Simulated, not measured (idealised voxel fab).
Name of the process module below: voxel ribs on slabs
Shown is cross-section cut, with a width of 250 nm and square cells of size 5 nm.
Reading order for cross-sections: top band down to bottom band. Underlying form: a grid of square cells. Band size: one or more rows of cells. A band entry consists of two parts. The first gives the height of the band's top and the height of its bottom, in nm. The rest lists the band's materials from left to right, each with its width in nm. A single material labelled with the word "all across" fills the band from edge to edge, and the word "empty" marks empty space. Heights from 0 (as-received wafer is one material below). Bottom band endless downward, as "top 0, no bottom". A two-number width, for instance "30..40", indicates that the width is equal to the first number in the top row of the band and to the second number in the bottom row, and that it changes by a constant amount per row of cells. You'll sometimes find "no modification" written for a step, and that's the way of saying that nowhere in the cross-section did a cell change during that step. Closed-off voids of 8+ cells (no open route to the top) go in "Fully sealed voids", written width x height at distance from the left edge, in nm. after a step's settings: what the simulator itself notes on the step. The setting "overlay nm" may be written on the line of a step. When the step uses a mask, the value reports how far to the right of the planned place the mask lay, and a negative value reports that it lay to the left.
Intended process steps:
1) RECEIVE, material Si
2) DIRECTIONAL_DEP, material SiO2, thk nm 30
3) DIRECTIONAL_DEP, material SiN, thk nm 15
4) PATTERN, tone cover, mask id RIB, material resist, width nm 25, thk nm 15, overlay nm 0
5) DIRECTIONAL_ETCH, etch materials SiN, depth nm 5
6) STRIP, etch materials resist
7) MASKED_ETCH, tone cover, mask id SLAB, width nm 75, etch materials SiN, depth nm 10, overlay nm 0
8) FILL_DEP, material SiO2, thk nm 25
9) CMP, height nm 60
10) DIRECTIONAL_DEP, material TiN, thk nm 10
11) DIRECTIONAL_DEP, material aC, thk nm 10
12) PATTERN, tone cover, mask id HEATER, material resist, width nm 35, thk nm 30, overlay nm 0
13) DIRECTIONAL_ETCH, etch materials aC, depth nm 10
14) STRIP, etch materials resist
15) DIRECTIONAL_ETCH, etch materials TiN, depth nm 10
16) STRIP, etch materials aC
17) CONFORMAL_DEP, material SiN, thk nm 5
As-received wafer cross-section (after step 1):
    top 0, no bottom = Si all across
    Fully sealed voids: none
One mistake in running the module, otherwise start and plan as above: cross-section at the end:
    top 75, bottom 70 = 100 empty / 45 SiN / 105 empty
    top 70, bottom 65 = 100 empty / 5 SiN / 35 TiN / 5 SiN / 105 empty
    top 65, bottom 60 = 105 SiN / 35 TiN / 110 SiN
    top 60, bottom 45 = SiO2 all across
    top 45, bottom 40 = 110 SiO2 / 25 SiN / 115 SiO2
    top 40, bottom 30 = 80 SiO2 / 75 SiN / 95 SiO2
    top 30, bottom 0 = SiO2 all across
    top 0, no bottom = Si all across
    Fully sealed voids: none
Error vs. plan: in deviation from the planned setting, step 7 was conducted as MASKED_ETCH, tone cover, mask id SLAB, width nm 75, etch materials SiN, depth nm 10, overlay nm -5
